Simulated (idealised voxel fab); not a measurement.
process module | voxel transistor to metal
cross-section cut | 185 nm wide | cells 5 nm
A cross-section is a grid of square cells, given in bands from the top down. A band is one or more rows of cells.
Each band's line starts with the height of the band's top and of its bottom, in nm. Then come its materials from left to right, each with its width in nm. One material with "throughout" fills the band from edge to edge. "air" is empty space.
Height 0 is the level under which the wafer as received is all one material. The lowest band goes on downwards, as in "0 down".
A width such as "30 to 40" changes by the same amount from each row of cells to the next, from the band's top row to its bottom row.
"no change" after a step means that no cell of the cross-section changed.
closed voids: empty space of 8 cells or more with no open way to the top, each as width x height at its distance from the left edge, in nm
after a step's settings: what the simulator itself notes on the step
overlay nm, on a step with a mask: how far to the right of its planned place the mask lay; to the left if negative
plan
1 op RECEIVE | material Si
2 op OXIDIZE | depth nm 5
3 op CONFORMAL_DEP | material SiN | thk nm 10
4 op DIRECTIONAL_DEP | material aC | thk nm 10
5 op PATTERN | tone cover | mask id ACTIVE | material resist | width nm 105 | thk nm 25 | overlay nm 0
6 op DIRECTIONAL_ETCH | etch materials aC | depth nm 10
7 op STRIP | etch materials resist
8 op DIRECTIONAL_ETCH | etch materials SiN | depth nm 10
9 op DIRECTIONAL_ETCH | etch materials SiO2 | depth nm 5
10 op DIRECTIONAL_ETCH | etch materials Si | depth nm 35
11 op STRIP | etch materials aC
12 op OXIDIZE | depth nm 5
13 op FILL_DEP | material SiO2 | thk nm 5
14 op CMP | height nm 10
15 op SELECTIVE_ETCH | etch materials SiO2 | depth nm 5
16 op STRIP | etch materials SiN
17 op SELECTIVE_ETCH | etch materials SiO2 | depth nm 5
18 op OXIDIZE | depth nm 5
19 op DIRECTIONAL_DEP | material polySi | thk nm 30
20 op DIRECTIONAL_DEP | material SiCN | thk nm 10
21 op PATTERN | tone cover | mask id GATE | material resist | width nm 25 | thk nm 20 | overlay nm 0
22 op DIRECTIONAL_ETCH | etch materials SiCN | depth nm 20
23 op DIRECTIONAL_ETCH | etch materials polySi | depth nm 40
24 op STRIP | etch materials resist
25 op CONFORMAL_DEP | material SiO2 | thk nm 5
26 op DIRECTIONAL_ETCH | etch materials SiO2 | depth nm 5
27 op CONFORMAL_DEP | material SiN | thk nm 5
28 op DIRECTIONAL_ETCH | etch materials SiN | depth nm 5
29 op DIRECTIONAL_ETCH | etch materials SiO2 | depth nm 5
30 op DIRECTIONAL_ETCH | etch materials Si | depth nm 10
31 op EPI | material nSi | thk nm 10
32 op FILL_DEP | material SiO2 | thk nm 10
33 op CMP | height nm 35
34 op DIRECTIONAL_DEP | material SiO2 | thk nm 15
35 op PATTERN | tone open | mask id CONTACT | material resist | width nm 20 | pitch nm 75 | thk nm 15 | overlay nm 0
36 op DIRECTIONAL_ETCH | etch materials SiO2 | depth nm 60
37 op STRIP | etch materials resist
38 op CONFORMAL_DEP | material TiN | thk nm 5
39 op FILL_DEP | material Ru | thk nm 5
40 op CMP | height nm 50
41 op DIRECTIONAL_DEP | material TiN | thk nm 5
42 op DIRECTIONAL_DEP | material W | thk nm 15
43 op DIRECTIONAL_DEP | material aC | thk nm 15
44 op PATTERN | tone cover | mask id METAL_1 | material resist | width nm 20 | pitch nm 75 | thk nm 35 | overlay nm 0
45 op DIRECTIONAL_ETCH | etch materials aC | depth nm 15
46 op STRIP | etch materials resist
47 op DIRECTIONAL_ETCH | etch materials W | depth nm 15
48 op DIRECTIONAL_ETCH | etch materials TiN | depth nm 5
49 op STRIP | etch materials aC
50 op CONFORMAL_DEP | material SiN | thk nm 5
51 op FILL_DEP | material lowk | thk nm 10
52 op CMP | height nm 70
53 op CONFORMAL_DEP | material SiCN | thk nm 5
54 op DIRECTIONAL_DEP | material SiO2 | thk nm 35
55 op MASKED_ETCH | tone open | mask id METAL_2 | width nm 20 | pitch nm 75 | etch materials SiO2 | depth nm 20 | overlay nm 0
56 op MASKED_ETCH | tone open | mask id METAL_2_HOLES | width nm 15 | pitch nm 75 | etch materials SiO2 | depth nm 15 | overlay nm 0
57 op MASKED_ETCH | tone open | mask id METAL_2_HOLES | width nm 15 | pitch nm 75 | etch materials SiCN | depth nm 5 | overlay nm 0
58 op CONFORMAL_DEP | material TiN | thk nm 5
59 op FILL_DEP | material Ru | thk nm 5
60 op CMP | height nm 110
61 op CONFORMAL_DEP | material SiN | thk nm 5
varied across the wafers: thk nm of step 50. The plan shows the first wafer's value. All wafers start alike
first wafer as received, after step 1
  0 down: Si throughout
  closed voids: none
each wafer at the end: cells of each material gained (+) or lost (-) since it was received, then its closed voids
thk nm 5 | +60 Ru | -220 Si | +41 SiCN | +96 SiN | +621 SiO2 | +96 TiN | +24 W | +75 lowk | +28 nSi | +30 polySi | closed voids: none
thk nm 10 | +60 Ru | -220 Si | +41 SiCN | +129 SiN | +621 SiO2 | +96 TiN | +24 W | +42 lowk | +28 nSi | +30 polySi | closed voids: none
thk nm 15 | +60 Ru | -220 Si | +41 SiCN | +154 SiN | +621 SiO2 | +96 TiN | +24 W | +17 lowk | +28 nSi | +30 polySi | closed voids: none
thk nm 20 | +60 Ru | -220 Si | +41 SiCN | +171 SiN | +621 SiO2 | +96 TiN | +24 W | +28 nSi | +30 polySi | closed voids: none
